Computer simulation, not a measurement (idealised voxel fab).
Presented below is a process module, voxel wiring stack.
Shown is cross-section cut, with a width of 290 nm and square cells of size 5 nm.
Each cross-section below is a grid of square cells, stated as bands in top-down order, with one or more rows of cells making up each band. Within each band entry, the heights of the top and of the bottom of the band appear first, in that order and in nm; the materials of the band then follow from left to right, each with its corresponding width in nm. The designation "throughout" on a single material indicates that it fills the band from edge to edge; the designation "air" indicates empty space. Ref level 0: as-received wafer is one material below here. Bottom band extends down with no lower bound ("0 nm and below"). With a width like "30 to 40", each row of cells in the band differs from the next by the same amount, the top row carrying the first number and the bottom row the second. When a step is marked "all unchanged", none of the cells in the cross-section changed during that step. Entry "Catalogued sealed voids". Content: empty spaces with no open connection to the top, size 8 cells or greater. Each: width x height at distance. Distance: from left edge. Unit: nm. Whatever follows a step's settings on its line is a remark the simulator itself makes about that step. overlay nm: mask right of planned place by this much (step with mask). Neg. = left. Each pair of cross-sections that follows straddles one process step: the one shows the state before the step, the other the state after it, down to the lowest band that changed and no further. The step in question, and its settings, are given under the pair. Note that a pair is not necessarily a continuation of the pair above it, since pairs can come from different runs of this module on the same starting wafer; it is a continuation only where its entry headed "Structure before processing" says so.
Structure before processing:
- 40 nm to 20 nm | SiO2 throughout
- 20 nm to 15 nm | SiCN throughout
- 15 nm to 0 nm | SiO2 throughout
- 0 nm and below | Si throughout
- Catalogued sealed voids: none
Resulting Structure:
- 55 nm to 40 nm | 60 resist, then 25 air, then 25 resist, then 25 air, then 25 resist, then 25 air, then 25 resist, then 25 air, then 55 resist
- Lower than 40, everything is as it was.
- Catalogued sealed voids: none
The structure shown above changes from one cross-section to the other through PATTERN (tone open; mask id METAL_1; material resist; width nm 25; pitch nm 50; thk nm 15; overlay nm 0)
Structure before processing: For the state before this step, see the after cross-section of the pair located directly above.
Resulting Structure:
- 55 nm to 40 nm | 60 resist, then 25 air, then 25 resist, then 25 air, then 25 resist, then 25 air, then 25 resist, then 25 air, then 55 resist
- 40 nm to 20 nm | 60 SiO2, then 25 air, then 25 SiO2, then 25 air, then 25 SiO2, then 25 air, then 25 SiO2, then 25 air, then 55 SiO2
- Lower than 20, everything is as it was.
- Catalogued sealed voids: none
The structure shown above changes from one cross-section to the other through DIRECTIONAL_ETCH (etch materials SiO2; depth nm 20)
Structure before processing: For the state before this step, see the after cross-section of the pair located directly above.
Resulting Structure:
- 55 nm to 40 nm | 60 resist, then 25 air, then 25 resist, then 25 air, then 25 resist, then 25 air, then 25 resist, then 25 air, then 55 resist
- 40 nm to 20 nm | 60 SiO2, then 25 air, then 25 SiO2, then 25 air, then 25 SiO2, then 25 air, then 25 SiO2, then 25 air, then 55 SiO2
- 20 nm to 15 nm | 60 SiCN, then 25 air, then 25 SiCN, then 25 air, then 25 SiCN, then 25 air, then 25 SiCN, then 25 air, then 55 SiCN
- Lower than 15, everything is as it was.
- Catalogued sealed voids: none
The structure shown above changes from one cross-section to the other through DIRECTIONAL_ETCH (etch materials SiCN; depth nm 5)
Structure before processing: For the state before this step, see the after cross-section of the pair located directly above.
Resulting Structure:
- 40 nm to 20 nm | 60 SiO2, then 25 air, then 25 SiO2, then 25 air, then 25 SiO2, then 25 air, then 25 SiO2, then 25 air, then 55 SiO2
- Lower than 20, everything is as it was.
- Catalogued sealed voids: none
The structure shown above changes from one cross-section to the other through STRIP (etch materials resist)
Structure before processing: For the state before this step, see the after cross-section of the pair located directly above.
Resulting Structure:
- 45 nm to 40 nm | 65 TiN, then 15 air, then 35 TiN, then 15 air, then 35 TiN, then 15 air, then 35 TiN, then 15 air, then 60 TiN
- 40 nm to 20 nm | 60 SiO2, then 5 TiN, then 15 air, then 5 TiN, then 25 SiO2, then 5 TiN, then 15 air, then 5 TiN, then 25 SiO2, then 5 TiN, then 15 air, then 5 TiN, then 25 SiO2, then 5 TiN, then 15 air, then 5 TiN, then 55 SiO2
- 20 nm to 15 nm | 60 SiCN, then 25 TiN, then 25 SiCN, then 25 TiN, then 25 SiCN, then 25 TiN, then 25 SiCN, then 25 TiN, then 55 SiCN
- Lower than 15, everything is as it was.
- Catalogued sealed voids: none
The structure shown above changes from one cross-section to the other through CONFORMAL_DEP (material TiN; thk nm 5)
Structure before processing: For the state before this step, see the after cross-section of the pair located directly above.
Resulting Structure:
- 50 nm to 45 nm | Cu throughout
- 45 nm to 40 nm | 65 TiN, then 15 Cu, then 35 TiN, then 15 Cu, then 35 TiN, then 15 Cu, then 35 TiN, then 15 Cu, then 60 TiN
- 40 nm to 20 nm | 60 SiO2, then 5 TiN, then 15 Cu, then 5 TiN, then 25 SiO2, then 5 TiN, then 15 Cu, then 5 TiN, then 25 SiO2, then 5 TiN, then 15 Cu, then 5 TiN, then 25 SiO2, then 5 TiN, then 15 Cu, then 5 TiN, then 55 SiO2
- Lower than 20, everything is as it was.
- Catalogued sealed voids: none
The structure shown above changes from one cross-section to the other through FILL_DEP (material Cu; thk nm 5)
Structure before processing: For the state before this step, see the after cross-section of the pair located directly above.
Resulting Structure:
- 40 nm to 20 nm | 60 SiO2, then 5 TiN, then 15 Cu, then 5 TiN, then 25 SiO2, then 5 TiN, then 15 Cu, then 5 TiN, then 25 SiO2, then 5 TiN, then 15 Cu, then 5 TiN, then 25 SiO2, then 5 TiN, then 15 Cu, then 5 TiN, then 55 SiO2
- Lower than 20, everything is as it was.
- Catalogued sealed voids: none
The structure shown above changes from one cross-section to the other through CMP (height nm 40)
Structure before processing: For the state before this step, see the after cross-section of the pair located directly above.
Resulting Structure:
- 45 nm to 40 nm | 55 air, then 35 Ru, then 15 air, then 35 Ru, then 15 air, then 35 Ru, then 15 air, then 35 Ru, then 50 air
- Lower than 40, everything is as it was.
- Catalogued sealed voids: none
The structure shown above changes from one cross-section to the other through EPI (material Ru; thk nm 5)
Structure before processing: For the state before this step, see the after cross-section of the pair located directly above.
Resulting Structure:
- 50 nm to 45 nm | SiCN throughout
- 45 nm to 40 nm | 55 SiCN, then 35 Ru, then 15 SiCN, then 35 Ru, then 15 SiCN, then 35 Ru, then 15 SiCN, then 35 Ru, then 50 SiCN
- Lower than 40, everything is as it was.
- Catalogued sealed voids: none
The structure shown above changes from one cross-section to the other through FILL_DEP (material SiCN; thk nm 5)
Structure before processing: For the state before this step, see the after cross-section of the pair located directly above.
Resulting Structure:
- 70 nm to 50 nm | lowk throughout
- Lower than 50, everything is as it was.
- Catalogued sealed voids: none
The structure shown above changes from one cross-section to the other through DIRECTIONAL_DEP (material lowk; thk nm 20)
Structure before processing: For the state before this step, see the after cross-section of the pair located directly above.
Resulting Structure:
- 85 nm to 70 nm | aC throughout
- Lower than 70, everything is as it was.
- Catalogued sealed voids: none
The structure shown above changes from one cross-section to the other through DIRECTIONAL_DEP (material aC; thk nm 15)
Structure before processing: For the state before this step, see the after cross-section of the pair located directly above.
Resulting Structure:
- 120 nm to 85 nm | 55 resist, then 15 air, then 35 resist, then 15 air, then 35 resist, then 15 air, then 35 resist, then 15 air, then 70 resist
- Lower than 85, everything is as it was.
- Catalogued sealed voids: none
The structure shown above changes from one cross-section to the other through PATTERN (tone open; mask id PLUG_1; material resist; width nm 15; pitch nm 50; thk nm 35; overlay nm 0)
Structure before processing: For the state before this step, see the after cross-section of the pair located directly above.
Resulting Structure:
- 105 nm to 85 nm | 55 resist, then 15 air, then 35 resist, then 15 air, then 35 resist, then 15 air, then 35 resist, then 15 air, then 70 resist
- 85 nm to 70 nm | 55 aC, then 15 air, then 35 aC, then 15 air, then 35 aC, then 15 air, then 35 aC, then 15 air, then 70 aC
- Lower than 70, everything is as it was.
- Catalogued sealed voids: none
The structure shown above changes from one cross-section to the other through DIRECTIONAL_ETCH (etch materials aC; depth nm 15)
Structure before processing: For the state before this step, see the after cross-section of the pair located directly above.
Resulting Structure:
- 85 nm to 70 nm | 55 aC, then 15 air, then 35 aC, then 15 air, then 35 aC, then 15 air, then 35 aC, then 15 air, then 70 aC
- Lower than 70, everything is as it was.
- Catalogued sealed voids: none
The structure shown above changes from one cross-section to the other through STRIP (etch materials resist)
Structure before processing: For the state before this step, see the after cross-section of the pair located directly above.
Resulting Structure:
- 85 nm to 70 nm | 55 aC, then 15 air, then 35 aC, then 15 air, then 35 aC, then 15 air, then 35 aC, then 15 air, then 70 aC
- 70 nm to 50 nm | 55 lowk, then 15 air, then 35 lowk, then 15 air, then 35 lowk, then 15 air, then 35 lowk, then 15 air, then 70 lowk
- Lower than 50, everything is as it was.
- Catalogued sealed voids: none
The structure shown above changes from one cross-section to the other through DIRECTIONAL_ETCH (etch materials lowk; depth nm 20)
Structure before processing: For the state before this step, see the after cross-section of the pair located directly above.
Resulting Structure:
- 85 nm to 70 nm | 55 aC, then 15 air, then 35 aC, then 15 air, then 35 aC, then 15 air, then 35 aC, then 15 air, then 70 aC
- 70 nm to 50 nm | 55 lowk, then 15 air, then 35 lowk, then 15 air, then 35 lowk, then 15 air, then 35 lowk, then 15 air, then 70 lowk
- 50 nm to 45 nm | 55 SiCN, then 15 air, then 35 SiCN, then 15 air, then 35 SiCN, then 15 air, then 35 SiCN, then 15 air, then 70 SiCN
- Lower than 45, everything is as it was.
- Catalogued sealed voids: none
The structure shown above changes from one cross-section to the other through DIRECTIONAL_ETCH (etch materials SiCN; depth nm 5)
Structure before processing: For the state before this step, see the after cross-section of the pair located directly above.
Resulting Structure:
- 70 nm to 50 nm | 55 lowk, then 15 air, then 35 lowk, then 15 air, then 35 lowk, then 15 air, then 35 lowk, then 15 air, then 70 lowk
- Lower than 50, everything is as it was.
- Catalogued sealed voids: none
The structure shown above changes from one cross-section to the other through STRIP (etch materials aC)
Structure before processing: For the state before this step, see the after cross-section of the pair located directly above.
Resulting Structure:
- 75 nm to 70 nm | 60 TiN, then 5 air, then 45 TiN, then 5 air, then 45 TiN, then 5 air, then 45 TiN, then 5 air, then 75 TiN
- 70 nm to 50 nm | 55 lowk, then 5 TiN, then 5 air, then 5 TiN, then 35 lowk, then 5 TiN, then 5 air, then 5 TiN, then 35 lowk, then 5 TiN, then 5 air, then 5 TiN, then 35 lowk, then 5 TiN, then 5 air, then 5 TiN, then 70 lowk
- 50 nm to 45 nm | 55 SiCN, then 15 TiN, then 35 SiCN, then 15 TiN, then 35 SiCN, then 15 TiN, then 35 SiCN, then 15 TiN, then 70 SiCN
- Lower than 45, everything is as it was.
- Catalogued sealed voids: none
The structure shown above changes from one cross-section to the other through CONFORMAL_DEP (material TiN; thk nm 5)
Structure before processing: For the state before this step, see the after cross-section of the pair located directly above.
Resulting Structure:
- 80 nm to 75 nm | Ru throughout
- 75 nm to 70 nm | 60 TiN, then 5 Ru, then 45 TiN, then 5 Ru, then 45 TiN, then 5 Ru, then 45 TiN, then 5 Ru, then 75 TiN
- 70 nm to 50 nm | 55 lowk, then 5 TiN, then 5 Ru, then 5 TiN, then 35 lowk, then 5 TiN, then 5 Ru, then 5 TiN, then 35 lowk, then 5 TiN, then 5 Ru, then 5 TiN, then 35 lowk, then 5 TiN, then 5 Ru, then 5 TiN, then 70 lowk
- Lower than 50, everything is as it was.
- Catalogued sealed voids: none
The structure shown above changes from one cross-section to the other through FILL_DEP (material Ru; thk nm 5)
Structure before processing: For the state before this step, see the after cross-section of the pair located directly above.
Resulting Structure:
- 70 nm to 50 nm | 55 lowk, then 5 TiN, then 5 Ru, then 5 TiN, then 35 lowk, then 5 TiN, then 5 Ru, then 5 TiN, then 35 lowk, then 5 TiN, then 5 Ru, then 5 TiN, then 35 lowk, then 5 TiN, then 5 Ru, then 5 TiN, then 70 lowk
- Lower than 50, everything is as it was.
- Catalogued sealed voids: none
The structure shown above changes from one cross-section to the other through CMP (height nm 70)
Structure before processing: For the state before this step, see the after cross-section of the pair located directly above.
Resulting Structure:
- 75 nm to 70 nm | SiN throughout
- Lower than 70, everything is as it was.
- Catalogued sealed voids: none
The structure shown above changes from one cross-section to the other through CONFORMAL_DEP (material SiN; thk nm 5)
Structure before processing: For the state before this step, see the after cross-section of the pair located directly above.
Resulting Structure:
- 90 nm to 75 nm | lowk throughout
- Lower than 75, everything is as it was.
- Catalogued sealed voids: none
The structure shown above changes from one cross-section to the other through DIRECTIONAL_DEP (material lowk; thk nm 15)
Structure before processing: For the state before this step, see the after cross-section of the pair located directly above.
Resulting Structure:
- 90 nm to 75 nm | 55 lowk, then 30 air, then 20 lowk, then 30 air, then 20 lowk, then 30 air, then 20 lowk, then 30 air, then 55 lowk
- Lower than 75, everything is as it was.
- Catalogued sealed voids: none
The structure shown above changes from one cross-section to the other through MASKED_ETCH (tone open; mask id METAL_2; width nm 30; pitch nm 50; etch materials lowk; depth nm 15; overlay nm 0)
Structure before processing: For the state before this step, see the after cross-section of the pair located directly above.
Resulting Structure:
- 90 nm to 75 nm | 55 lowk, then 30 air, then 20 lowk, then 30 air, then 20 lowk, then 30 air, then 20 lowk, then 30 air, then 55 lowk
- 75 nm to 70 nm | 55 SiN, then 30 air, then 20 SiN, then 30 air, then 20 SiN, then 30 air, then 20 SiN, then 30 air, then 55 SiN
- Lower than 70, everything is as it was.
- Catalogued sealed voids: none
The structure shown above changes from one cross-section to the other through MASKED_ETCH (tone open; mask id METAL_2; width nm 30; pitch nm 50; etch materials SiN; depth nm 5; overlay nm 0)
Structure before processing: For the state before this step, see the after cross-section of the pair located directly above.
Resulting Structure:
- 95 nm to 90 nm | 60 TiN, then 20 air, then 30 TiN, then 20 air, then 30 TiN, then 20 air, then 30 TiN, then 20 air, then 60 TiN
- 90 nm to 75 nm | 55 lowk, then 5 TiN, then 20 air, then 5 TiN, then 20 lowk, then 5 TiN, then 20 air, then 5 TiN, then 20 lowk, then 5 TiN, then 20 air, then 5 TiN, then 20 lowk, then 5 TiN, then 20 air, then 5 TiN, then 55 lowk
- 75 nm to 70 nm | 55 SiN, then 30 TiN, then 20 SiN, then 30 TiN, then 20 SiN, then 30 TiN, then 20 SiN, then 30 TiN, then 55 SiN
- Lower than 70, everything is as it was.
- Catalogued sealed voids: none
The structure shown above changes from one cross-section to the other through CONFORMAL_DEP (material TiN; thk nm 5)
Structure before processing: For the state before this step, see the after cross-section of the pair located directly above.
Resulting Structure:
- 105 nm to 95 nm | Cu throughout
- 95 nm to 90 nm | 60 TiN, then 20 Cu, then 30 TiN, then 20 Cu, then 30 TiN, then 20 Cu, then 30 TiN, then 20 Cu, then 60 TiN
- 90 nm to 75 nm | 55 lowk, then 5 TiN, then 20 Cu, then 5 TiN, then 20 lowk, then 5 TiN, then 20 Cu, then 5 TiN, then 20 lowk, then 5 TiN, then 20 Cu, then 5 TiN, then 20 lowk, then 5 TiN, then 20 Cu, then 5 TiN, then 55 lowk
- Lower than 75, everything is as it was.
- Catalogued sealed voids: none
The structure shown above changes from one cross-section to the other through FILL_DEP (material Cu; thk nm 10)
Structure before processing: For the state before this step, see the after cross-section of the pair located directly above.
Resulting Structure:
- 90 nm to 75 nm | 55 lowk, then 5 TiN, then 20 Cu, then 5 TiN, then 20 lowk, then 5 TiN, then 20 Cu, then 5 TiN, then 20 lowk, then 5 TiN, then 20 Cu, then 5 TiN, then 20 lowk, then 5 TiN, then 20 Cu, then 5 TiN, then 55 lowk
- Lower than 75, everything is as it was.
- Catalogued sealed voids: none
The structure shown above changes from one cross-section to the other through CMP (height nm 90)
Structure before processing: For the state before this step, see the after cross-section of the pair located directly above.
Resulting Structure:
- 95 nm to 90 nm | SiCN throughout
- Lower than 90, everything is as it was.
- Catalogued sealed voids: none
The structure shown above changes from one cross-section to the other through CONFORMAL_DEP (material SiCN; thk nm 5)
Structure before processing:
- 90 nm to 75 nm | 55 lowk, then 30 air, then 20 lowk, then 30 air, then 20 lowk, then 30 air, then 20 lowk, then 30 air, then 55 lowk
- 75 nm to 70 nm | SiN throughout
- 70 nm to 50 nm | 55 lowk, then 5 TiN, then 5 Ru, then 5 TiN, then 35 lowk, then 5 TiN, then 5 Ru, then 5 TiN, then 35 lowk, then 5 TiN, then 5 Ru, then 5 TiN, then 35 lowk, then 5 TiN, then 5 Ru, then 5 TiN, then 70 lowk
- 50 nm to 45 nm | 55 SiCN, then 15 TiN, then 35 SiCN, then 15 TiN, then 35 SiCN, then 15 TiN, then 35 SiCN, then 15 TiN, then 70 SiCN
- 45 nm to 40 nm | 50 SiCN, then 40 Ru, then 10 SiCN, then 40 Ru, then 10 SiCN, then 40 Ru, then 10 SiCN, then 40 Ru, then 50 SiCN
- 40 nm to 20 nm | 55 SiO2, then 5 TiN, then 20 Cu, then 5 TiN, then 20 SiO2, then 5 TiN, then 20 Cu, then 5 TiN, then 20 SiO2, then 5 TiN, then 20 Cu, then 5 TiN, then 20 SiO2, then 5 TiN, then 20 Cu, then 5 TiN, then 55 SiO2
- 20 nm to 15 nm | 55 SiCN, then 30 TiN, then 20 SiCN, then 30 TiN, then 20 SiCN, then 30 TiN, then 20 SiCN, then 30 TiN, then 55 SiCN
- 15 nm to 0 nm | SiO2 throughout
- 0 nm and below | Si throughout
- Catalogued sealed voids: none
Resulting Structure:
- 90 nm to 75 nm | 55 lowk, then 30 air, then 20 lowk, then 30 air, then 20 lowk, then 30 air, then 20 lowk, then 30 air, then 55 lowk
- 75 nm to 70 nm | 65 SiN, then 20 air, then 30 SiN, then 20 air, then 30 SiN, then 20 air, then 30 SiN, then 20 air, then 55 SiN
- Lower than 70, everything is as it was.
- Catalogued sealed voids: none
The structure shown above changes from one cross-section to the other through MASKED_ETCH (tone open; mask id METAL_2; width nm 30; pitch nm 50; etch materials SiN; depth nm 5; overlay nm 10)
Structure before processing: For the state before this step, see the after cross-section of the pair located directly above.
Resulting Structure:
- 95 nm to 90 nm | 60 TiN, then 20 air, then 30 TiN, then 20 air, then 30 TiN, then 20 air, then 30 TiN, then 20 air, then 60 TiN
- 90 nm to 80 nm | 55 lowk, then 5 TiN, then 20 air, then 5 TiN, then 20 lowk, then 5 TiN, then 20 air, then 5 TiN, then 20 lowk, then 5 TiN, then 20 air, then 5 TiN, then 20 lowk, then 5 TiN, then 20 air, then 5 TiN, then 55 lowk
- 80 nm to 75 nm | 55 lowk, then 15 TiN, then 10 air, then 5 TiN, then 20 lowk, then 15 TiN, then 10 air, then 5 TiN, then 20 lowk, then 15 TiN, then 10 air, then 5 TiN, then 20 lowk, then 15 TiN, then 10 air, then 5 TiN, then 55 lowk
- 75 nm to 70 nm | 65 SiN, then 20 TiN, then 30 SiN, then 20 TiN, then 30 SiN, then 20 TiN, then 30 SiN, then 20 TiN, then 55 SiN
- Lower than 70, everything is as it was.
- Catalogued sealed voids: none
The structure shown above changes from one cross-section to the other through CONFORMAL_DEP (material TiN; thk nm 5)
Structure before processing: For the state before this step, see the after cross-section of the pair located directly above.
Resulting Structure:
- 105 nm to 95 nm | Cu throughout
- 95 nm to 90 nm | 60 TiN, then 20 Cu, then 30 TiN, then 20 Cu, then 30 TiN, then 20 Cu, then 30 TiN, then 20 Cu, then 60 TiN
- 90 nm to 80 nm | 55 lowk, then 5 TiN, then 20 Cu, then 5 TiN, then 20 lowk, then 5 TiN, then 20 Cu, then 5 TiN, then 20 lowk, then 5 TiN, then 20 Cu, then 5 TiN, then 20 lowk, then 5 TiN, then 20 Cu, then 5 TiN, then 55 lowk
- 80 nm to 75 nm | 55 lowk, then 15 TiN, then 10 Cu, then 5 TiN, then 20 lowk, then 15 TiN, then 10 Cu, then 5 TiN, then 20 lowk, then 15 TiN, then 10 Cu, then 5 TiN, then 20 lowk, then 15 TiN, then 10 Cu, then 5 TiN, then 55 lowk
- Lower than 75, everything is as it was.
- Catalogued sealed voids: none
The structure shown above changes from one cross-section to the other through FILL_DEP (material Cu; thk nm 10)
Structure before processing: For the state before this step, see the after cross-section of the pair located directly above.
Resulting Structure:
- 90 nm to 80 nm | 55 lowk, then 5 TiN, then 20 Cu, then 5 TiN, then 20 lowk, then 5 TiN, then 20 Cu, then 5 TiN, then 20 lowk, then 5 TiN, then 20 Cu, then 5 TiN, then 20 lowk, then 5 TiN, then 20 Cu, then 5 TiN, then 55 lowk
- Lower than 80, everything is as it was.
- Catalogued sealed voids: none
The structure shown above changes from one cross-section to the other through CMP (height nm 90)
Structure before processing: For the state before this step, see the after cross-section of the pair located directly above.
Resulting Structure:
- 95 nm to 90 nm | SiCN throughout
- Lower than 90, everything is as it was.
- Catalogued sealed voids: none
The structure shown above changes from one cross-section to the other through CONFORMAL_DEP (material SiCN; thk nm 5)
Structure before processing:
- 90 nm to 75 nm | 55 lowk, then 5 TiN, then 20 Cu, then 5 TiN, then 20 lowk, then 5 TiN, then 20 Cu, then 5 TiN, then 20 lowk, then 5 TiN, then 20 Cu, then 5 TiN, then 20 lowk, then 5 TiN, then 20 Cu, then 5 TiN, then 55 lowk
- 75 nm to 70 nm | 55 SiN, then 30 TiN, then 20 SiN, then 30 TiN, then 20 SiN, then 30 TiN, then 20 SiN, then 30 TiN, then 55 SiN
- 70 nm to 50 nm | 55 lowk, then 5 TiN, then 5 Ru, then 5 TiN, then 35 lowk, then 5 TiN, then 5 Ru, then 5 TiN, then 35 lowk, then 5 TiN, then 5 Ru, then 5 TiN, then 35 lowk, then 5 TiN, then 5 Ru, then 5 TiN, then 70 lowk
- 50 nm to 45 nm | 55 SiCN, then 15 TiN, then 35 SiCN, then 15 TiN, then 35 SiCN, then 15 TiN, then 35 SiCN, then 15 TiN, then 70 SiCN
- 45 nm to 40 nm | 50 SiCN, then 40 Ru, then 10 SiCN, then 40 Ru, then 10 SiCN, then 40 Ru, then 10 SiCN, then 40 Ru, then 50 SiCN
- 40 nm to 20 nm | 55 SiO2, then 5 TiN, then 20 Cu, then 5 TiN, then 20 SiO2, then 5 TiN, then 20 Cu, then 5 TiN, then 20 SiO2, then 5 TiN, then 20 Cu, then 5 TiN, then 20 SiO2, then 5 TiN, then 20 Cu, then 5 TiN, then 55 SiO2
- 20 nm to 15 nm | 55 SiCN, then 30 TiN, then 20 SiCN, then 30 TiN, then 20 SiCN, then 30 TiN, then 20 SiCN, then 30 TiN, then 55 SiCN
- 15 nm to 0 nm | SiO2 throughout
- 0 nm and below | Si throughout
- Catalogued sealed voids: none
Resulting Structure:
- 95 nm to 90 nm | TiN throughout
- Lower than 90, everything is as it was.
- Catalogued sealed voids: none
The structure shown above changes from one cross-section to the other through CONFORMAL_DEP (material TiN; thk nm 5)
Structure before processing:
- 40 nm to 20 nm | SiO2 throughout
- 20 nm to 15 nm | SiCN throughout
- 15 nm to 0 nm | SiO2 throughout
- 0 nm and below | Si throughout
- Catalogued sealed voids: none
Resulting Structure:
- 55 nm to 40 nm | 55 air, then 30 resist, then 20 air, then 30 resist, then 20 air, then 30 resist, then 20 air, then 30 resist, then 55 air
- Lower than 40, everything is as it was.
- Catalogued sealed voids: none
The structure shown above changes from one cross-section to the other through PATTERN (tone cover; mask id METAL_1; material resist; width nm 30; pitch nm 50; thk nm 15; overlay nm 0)
Structure before processing: For the state before this step, see the after cross-section of the pair located directly above.
Resulting Structure:
- 55 nm to 40 nm | 55 air, then 30 resist, then 20 air, then 30 resist, then 20 air, then 30 resist, then 20 air, then 30 resist, then 55 air
- 40 nm to 20 nm | 55 air, then 30 SiO2, then 20 air, then 30 SiO2, then 20 air, then 30 SiO2, then 20 air, then 30 SiO2, then 55 air
- Lower than 20, everything is as it was.
- Catalogued sealed voids: none
The structure shown above changes from one cross-section to the other through DIRECTIONAL_ETCH (etch materials SiO2; depth nm 20)
Structure before processing: For the state before this step, see the after cross-section of the pair located directly above.
Resulting Structure:
- 55 nm to 40 nm | 55 air, then 30 resist, then 20 air, then 30 resist, then 20 air, then 30 resist, then 20 air, then 30 resist, then 55 air
- 40 nm to 20 nm | 55 air, then 30 SiO2, then 20 air, then 30 SiO2, then 20 air, then 30 SiO2, then 20 air, then 30 SiO2, then 55 air
- 20 nm to 15 nm | 55 air, then 30 SiCN, then 20 air, then 30 SiCN, then 20 air, then 30 SiCN, then 20 air, then 30 SiCN, then 55 air
- Lower than 15, everything is as it was.
- Catalogued sealed voids: none
The structure shown above changes from one cross-section to the other through DIRECTIONAL_ETCH (etch materials SiCN; depth nm 5)
Structure before processing: For the state before this step, see the after cross-section of the pair located directly above.
Resulting Structure:
- 40 nm to 20 nm | 55 air, then 30 SiO2, then 20 air, then 30 SiO2, then 20 air, then 30 SiO2, then 20 air, then 30 SiO2, then 55 air
- Lower than 20, everything is as it was.
- Catalogued sealed voids: none
The structure shown above changes from one cross-section to the other through STRIP (etch materials resist)
Structure before processing: For the state before this step, see the after cross-section of the pair located directly above.
Resulting Structure:
- 45 nm to 40 nm | 50 air, then 40 TiN, then 10 air, then 40 TiN, then 10 air, then 40 TiN, then 10 air, then 40 TiN, then 50 air
- 40 nm to 20 nm | 50 air, then 5 TiN, then 30 SiO2, then 5 TiN, then 10 air, then 5 TiN, then 30 SiO2, then 5 TiN, then 10 air, then 5 TiN, then 30 SiO2, then 5 TiN, then 10 air, then 5 TiN, then 30 SiO2, then 5 TiN, then 50 air
- 20 nm to 15 nm | 55 TiN, then 30 SiCN, then 20 TiN, then 30 SiCN, then 20 TiN, then 30 SiCN, then 20 TiN, then 30 SiCN, then 55 TiN
- Lower than 15, everything is as it was.
- Catalogued sealed voids: none
The structure shown above changes from one cross-section to the other through CONFORMAL_DEP (material TiN; thk nm 5)
Structure before processing: For the state before this step, see the after cross-section of the pair located directly above.
Resulting Structure:
- 50 nm to 45 nm | Cu throughout
- 45 nm to 40 nm | 50 Cu, then 40 TiN, then 10 Cu, then 40 TiN, then 10 Cu, then 40 TiN, then 10 Cu, then 40 TiN, then 50 Cu
- 40 nm to 20 nm | 50 Cu, then 5 TiN, then 30 SiO2, then 5 TiN, then 10 Cu, then 5 TiN, then 30 SiO2, then 5 TiN, then 10 Cu, then 5 TiN, then 30 SiO2, then 5 TiN, then 10 Cu, then 5 TiN, then 30 SiO2, then 5 TiN, then 50 Cu
- Lower than 20, everything is as it was.
- Catalogued sealed voids: none
The structure shown above changes from one cross-section to the other through FILL_DEP (material Cu; thk nm 5)
Structure before processing: For the state before this step, see the after cross-section of the pair located directly above.
Resulting Structure:
- 40 nm to 20 nm | 50 Cu, then 5 TiN, then 30 SiO2, then 5 TiN, then 10 Cu, then 5 TiN, then 30 SiO2, then 5 TiN, then 10 Cu, then 5 TiN, then 30 SiO2, then 5 TiN, then 10 Cu, then 5 TiN, then 30 SiO2, then 5 TiN, then 50 Cu
- Lower than 20, everything is as it was.
- Catalogued sealed voids: none
The structure shown above changes from one cross-section to the other through CMP (height nm 40)
Structure before processing: For the state before this step, see the after cross-section of the pair located directly above.
Resulting Structure:
- 45 nm to 40 nm | 60 Ru, then 20 air, then 30 Ru, then 20 air, then 30 Ru, then 20 air, then 30 Ru, then 20 air, then 60 Ru
- Lower than 40, everything is as it was.
- Catalogued sealed voids: none
The structure shown above changes from one cross-section to the other through EPI (material Ru; thk nm 5)
Structure before processing: For the state before this step, see the after cross-section of the pair located directly above.
Resulting Structure:
- 50 nm to 45 nm | SiCN throughout
- 45 nm to 40 nm | 60 Ru, then 20 SiCN, then 30 Ru, then 20 SiCN, then 30 Ru, then 20 SiCN, then 30 Ru, then 20 SiCN, then 60 Ru
- Lower than 40, everything is as it was.
- Catalogued sealed voids: none
The structure shown above changes from one cross-section to the other through FILL_DEP (material SiCN; thk nm 5)
Structure before processing: For the state before this step, see the after cross-section of the pair located directly above.
Resulting Structure:
- 70 nm to 50 nm | lowk throughout
- Lower than 50, everything is as it was.
- Catalogued sealed voids: none
The structure shown above changes from one cross-section to the other through DIRECTIONAL_DEP (material lowk; thk nm 20)
Structure before processing: For the state before this step, see the after cross-section of the pair located directly above.
Resulting Structure:
- 85 nm to 70 nm | aC throughout
- Lower than 70, everything is as it was.
- Catalogued sealed voids: none
The structure shown above changes from one cross-section to the other through DIRECTIONAL_DEP (material aC; thk nm 15)
Structure before processing: For the state before this step, see the after cross-section of the pair located directly above.
Resulting Structure:
- 120 nm to 85 nm | 55 resist, then 15 air, then 35 resist, then 15 air, then 35 resist, then 15 air, then 35 resist, then 15 air, then 70 resist
- Lower than 85, everything is as it was.
- Catalogued sealed voids: none
The structure shown above changes from one cross-section to the other through PATTERN (tone open; mask id PLUG_1; material resist; width nm 15; pitch nm 50; thk nm 35; overlay nm 0)
Structure before processing: For the state before this step, see the after cross-section of the pair located directly above.
Resulting Structure:
- 105 nm to 85 nm | 55 resist, then 15 air, then 35 resist, then 15 air, then 35 resist, then 15 air, then 35 resist, then 15 air, then 70 resist
- 85 nm to 70 nm | 55 aC, then 15 air, then 35 aC, then 15 air, then 35 aC, then 15 air, then 35 aC, then 15 air, then 70 aC
- Lower than 70, everything is as it was.
- Catalogued sealed voids: none
The structure shown above changes from one cross-section to the other through DIRECTIONAL_ETCH (etch materials aC; depth nm 15)
Structure before processing: For the state before this step, see the after cross-section of the pair located directly above.
Resulting Structure:
- 85 nm to 70 nm | 55 aC, then 15 air, then 35 aC, then 15 air, then 35 aC, then 15 air, then 35 aC, then 15 air, then 70 aC
- Lower than 70, everything is as it was.
- Catalogued sealed voids: none
The structure shown above changes from one cross-section to the other through STRIP (etch materials resist)
Structure before processing: For the state before this step, see the after cross-section of the pair located directly above.
Resulting Structure:
- 85 nm to 70 nm | 55 aC, then 15 air, then 35 aC, then 15 air, then 35 aC, then 15 air, then 35 aC, then 15 air, then 70 aC
- 70 nm to 50 nm | 55 lowk, then 15 air, then 35 lowk, then 15 air, then 35 lowk, then 15 air, then 35 lowk, then 15 air, then 70 lowk
- Lower than 50, everything is as it was.
- Catalogued sealed voids: none
The structure shown above changes from one cross-section to the other through DIRECTIONAL_ETCH (etch materials lowk; depth nm 20)
Structure before processing: For the state before this step, see the after cross-section of the pair located directly above.
Resulting Structure:
- 85 nm to 70 nm | 55 aC, then 15 air, then 35 aC, then 15 air, then 35 aC, then 15 air, then 35 aC, then 15 air, then 70 aC
- 70 nm to 50 nm | 55 lowk, then 15 air, then 35 lowk, then 15 air, then 35 lowk, then 15 air, then 35 lowk, then 15 air, then 70 lowk
- 50 nm to 45 nm | 55 SiCN, then 15 air, then 35 SiCN, then 15 air, then 35 SiCN, then 15 air, then 35 SiCN, then 15 air, then 70 SiCN
- Lower than 45, everything is as it was.
- Catalogued sealed voids: none
The structure shown above changes from one cross-section to the other through DIRECTIONAL_ETCH (etch materials SiCN; depth nm 5)
